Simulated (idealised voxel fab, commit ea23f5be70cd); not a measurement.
The following is a process module called voxel ribs on slabs.
We display cut, a cross-section 290 nm in width whose square cells are each 5 nm.
Cross-section spec: square-cell grid; bands listed top down; each band is one or more rows. Quick guide to a band line: top height, bottom height (nm) up front; then every material left to right with its width in nm. Only one material and it's marked "edge to edge"? Then it fills the band edge to edge. And "blank" just means empty space. Counting heights begins at 0, where everything beneath is, in the wafer as received, one material. The lowest band has no bottom; it goes on downwards, as "from 0 down" shows. A width given as "30..40" starts at the first number in the band's top row and ends at the second number in its bottom row, shifting by an equal amount at every step from row to row. Where the words "no modification" appear for a step, the cross-section shows no cell changed by that step; every cell remained as before. This entry, "Internal closed voids", enumerates those empty regions of no fewer than 8 cells that possess no open connection to the top. Each region is reported in the form width x height at distance, the distance being taken from the left edge, with all three quantities expressed in nm. Text after the settings on a step's line: the simulator's own remark on that step. Among the settings permitted on a step's line is "overlay nm"; applied to a step with a mask, it specifies the extent to which the mask lay to the right of its planned position, whereas a negative figure signifies a position to the left.

## The following list gives the planned process steps
1 RECEIVE,material Si
2 DIRECTIONAL_DEP,material SiO2,thk nm 30
3 DIRECTIONAL_DEP,material polySi,thk nm 20
4 DIRECTIONAL_DEP,material aC,thk nm 15
5 PATTERN,tone cover,mask id RIB,material resist,width nm 25,thk nm 30,overlay nm 0
6 DIRECTIONAL_ETCH,etch materials aC,depth nm 15
7 STRIP,etch materials resist
8 DIRECTIONAL_ETCH,etch materials polySi,depth nm 10
9 STRIP,etch materials aC
10 MASKED_ETCH,tone cover,mask id SLAB,width nm 65,etch materials polySi,depth nm 10,overlay nm 0
11 FILL_DEP,material SiO2,thk nm 30
12 CMP,height nm 70
13 DIRECTIONAL_DEP,material W,thk nm 10
14 DIRECTIONAL_DEP,material aC,thk nm 15
15 PATTERN,tone cover,mask id HEATER,material resist,width nm 35,thk nm 35,overlay nm 0
16 DIRECTIONAL_ETCH,etch materials aC,depth nm 15
17 STRIP,etch materials resist
18 DIRECTIONAL_ETCH,etch materials W,depth nm 10
19 STRIP,etch materials aC
20 CONFORMAL_DEP,material SiO2,thk nm 10

## Cross-section of the wafer upon arrival, representing the state reached after step 1
from 0 down = Si edge to edge
Internal closed voids: none

## The first of the two wafers as seen in cross-section once the module was finished; processing followed the plan
from 90 to 80 = 115 of blank | 55 of SiO2 | 120 of blank
from 80 to 70 = 125 of SiO2 | 35 of W | 130 of SiO2
from 70 to 50 = SiO2 edge to edge
from 50 to 40 = 130 of SiO2 | 25 of polySi | 135 of SiO2
from 40 to 30 = 110 of SiO2 | 65 of polySi | 115 of SiO2
from 30 to 0 = SiO2 edge to edge
from 0 down = Si edge to edge
Internal closed voids: none

## Second wafer of the two, sectioned at the end of the module. It began like the first and followed the same plan, but one mistake was made while running it
from 90 to 80 = 120 of blank | 45 of SiO2 | 125 of blank
from 80 to 70 = 130 of SiO2 | 25 of W | 135 of SiO2
from 70 to 50 = SiO2 edge to edge
from 50 to 40 = 130 of SiO2 | 25 of polySi | 135 of SiO2
from 40 to 30 = 110 of SiO2 | 65 of polySi | 115 of SiO2
from 30 to 0 = SiO2 edge to edge
from 0 down = Si edge to edge
Internal closed voids: none
What went wrong in running the wafer? step 15 went in with a setting other than planned; the actual run was PATTERN,tone cover,mask id HEATER,material resist,width nm 25,thk nm 35,overlay nm 0
Final difference in cells, second wafer against first, listed per material as more or fewer: -4 W
